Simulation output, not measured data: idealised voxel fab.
Process module, titled voxel transistor to metal
We display cut, a cross-section 290 nm in width whose square cells are each 5 nm.
This document writes a cross-section as a grid whose cells are square, and gives it as bands, listed from the top down; one or more rows of cells form a band. Band: top and bottom heights (nm) first, top before bottom; then materials from left to right, widths in nm. "edge to edge" marks a sole material filling the band edge to edge. "blank" denotes empty space. It should be noted that heights are counted from 0, beneath which the wafer as supplied is of one material throughout, and that the lowest band possesses no lower boundary but continues downward, as written in "top 0, no bottom". Width "30->40": first value at the band's top row of cells, second value at its bottom row, equal change from row to row. A step reported as "nothing was modified" is a step in which no cell of the cross-section changed. This entry, "Internal closed voids", enumerates those empty regions of no fewer than 8 cells that possess no open connection to the top. Each region is reported in the form width x height at distance, the distance being taken from the left edge, with all three quantities expressed in nm. The remark found on a step's line after its settings is issued by the simulator itself and pertains to that step. "overlay nm" answers the question of how far to the right of plan the mask lay on a step that has a mask, and when it is negative the answer is to the left.

### Process steps foreseen in the plan
- 1: RECEIVE [material Si]
- 2: OXIDIZE [depth nm 5]
- 3: CONFORMAL_DEP [material SiN] [thk nm 10]
- 4: PATTERN [tone cover] [mask id ACTIVE] [material resist] [width nm 100] [pitch nm 125] [thk nm 20] [overlay nm 0]
- 5: DIRECTIONAL_ETCH [etch materials SiN] [depth nm 10]
- 6: DIRECTIONAL_ETCH [etch materials SiO2] [depth nm 5]
- 7: DIRECTIONAL_ETCH [etch materials Si] [depth nm 20]
- 8: STRIP [etch materials resist]
- 9: FILL_DEP [material SiO2] [thk nm 15]
- 10: CMP [height nm 10]
- 11: SELECTIVE_ETCH [etch materials SiO2] [depth nm 10]
- 12: STRIP [etch materials SiN]
- 13: SELECTIVE_ETCH [etch materials SiO2] [depth nm 5]
- 14: OXIDIZE [depth nm 5]
- 15: DIRECTIONAL_DEP [material polySi] [thk nm 25]
- 16: DIRECTIONAL_DEP [material SiCN] [thk nm 10]
- 17: DIRECTIONAL_DEP [material aC] [thk nm 15]
- 18: PATTERN [tone cover] [mask id GATE] [material resist] [width nm 20] [pitch nm 125] [thk nm 35] [overlay nm 0]
- 19: DIRECTIONAL_ETCH [etch materials aC] [depth nm 15]
- 20: STRIP [etch materials resist]
- 21: DIRECTIONAL_ETCH [etch materials SiCN] [depth nm 20]
- 22: DIRECTIONAL_ETCH [etch materials polySi] [depth nm 35]
- 23: STRIP [etch materials aC]
- 24: CONFORMAL_DEP [material SiN] [thk nm 10]
- 25: DIRECTIONAL_ETCH [etch materials SiN] [depth nm 10]
- 26: DIRECTIONAL_ETCH [etch materials SiO2] [depth nm 5]
- 27: EPI [material SiGe] [thk nm 5]
- 28: FILL_DEP [material SiO2] [thk nm 5]
- 29: CMP [height nm 30]
- 30: DIRECTIONAL_DEP [material SiO2] [thk nm 15]
- 31: PATTERN [tone open] [mask id CONTACT] [material resist] [width nm 25] [thk nm 15] [overlay nm 0]
- 32: DIRECTIONAL_ETCH [etch materials SiO2] [depth nm 50]
- 33: STRIP [etch materials resist]
- 34: CONFORMAL_DEP [material TiN] [thk nm 5]
- 35: FILL_DEP [material W] [thk nm 10]
- 36: CMP [height nm 45]
- 37: DIRECTIONAL_DEP [material TiN] [thk nm 5]
- 38: DIRECTIONAL_DEP [material W] [thk nm 20]
- 39: DIRECTIONAL_DEP [material aC] [thk nm 15]
- 40: PATTERN [tone cover] [mask id METAL_1] [material resist] [width nm 15] [thk nm 30] [overlay nm 0]
- 41: DIRECTIONAL_ETCH [etch materials aC] [depth nm 15]
- 42: STRIP [etch materials resist]
- 43: DIRECTIONAL_ETCH [etch materials W] [depth nm 20]
- 44: DIRECTIONAL_ETCH [etch materials TiN] [depth nm 5]
- 45: STRIP [etch materials aC]
- 46: CONFORMAL_DEP [material SiN] [thk nm 5]
- 47: FILL_DEP [material SiO2] [thk nm 5]
- 48: CMP [height nm 70]
- 49: CONFORMAL_DEP [material SiN] [thk nm 5]

### Incoming wafer in cross-section (state: after step 1)
- top 0, no bottom = Si edge to edge
- Internal closed voids: none

### Figure: cross-sectional view of the wafer upon completion of the module, processed from the initial state and according to the plan depicted above, with one error introduced during execution
- top 75, bottom 70 = SiN edge to edge
- top 70, bottom 50 = 35 of SiO2  5 of SiN  20 of W  5 of SiN  35 of SiO2  5 of SiN  20 of W  5 of SiN  30 of SiO2  5 of SiN  20 of W  5 of SiN  35 of SiO2  5 of SiN  20 of W  5 of SiN  35 of SiO2
- top 50, bottom 45 = 40 of SiN  20 of TiN  45 of SiN  20 of TiN  40 of SiN  20 of TiN  45 of SiN  20 of TiN  40 of SiN
- top 45, bottom 35 = 40 of SiO2  5 of TiN  15 of W  5 of TiN  30 of SiO2  5 of TiN  15 of W  5 of TiN  45 of SiO2  5 of TiN  15 of W  5 of TiN  30 of SiO2  5 of TiN  15 of W  5 of TiN  45 of SiO2
- top 35, bottom 30 = 40 of SiO2  5 of TiN  10 of W  10 of TiN  30 of SiO2  10 of TiN  10 of W  5 of TiN  45 of SiO2  5 of TiN  10 of W  10 of TiN  30 of SiO2  10 of TiN  10 of W  5 of TiN  45 of SiO2
- top 30, bottom 20 = 40 of SiO2  5 of TiN  10 of W  5 of TiN  10 of SiN  20 of SiCN  10 of SiN  5 of TiN  10 of W  5 of TiN  45 of SiO2  5 of TiN  10 of W  5 of TiN  10 of SiN  20 of SiCN  10 of SiN  5 of TiN  10 of W  5 of TiN  45 of SiO2
- top 20, bottom 0 = 40 of SiO2  5 of TiN  10 of W  5 of TiN  10 of SiN  20 of polySi  10 of SiN  5 of TiN  10 of W  5 of TiN  45 of SiO2  5 of TiN  10 of W  5 of TiN  10 of SiN  20 of polySi  10 of SiN  5 of TiN  10 of W  5 of TiN  45 of SiO2
- top 0, bottom -5 = 40 of SiO2  20 of TiN  10 of SiN  20 of polySi  10 of SiN  20 of TiN  45 of SiO2  20 of TiN  10 of SiN  20 of polySi  10 of SiN  20 of TiN  45 of SiO2
- top -5, bottom -10 = 25 of SiO2  35 of SiGe  40 of SiO2  35 of SiGe  15 of SiO2  35 of SiGe  40 of SiO2  35 of SiGe  30 of SiO2
- top -10, bottom -25 = 30 of SiO2  100 of Si  25 of SiO2  100 of Si  35 of SiO2
- top -25, no bottom = Si edge to edge
- Internal closed voids: none
The plan and the run diverged here: step 40 did not use the planned setting and instead ran as PATTERN [tone cover] [mask id METAL_1] [material resist] [width nm 20] [thk nm 30] [overlay nm 0]
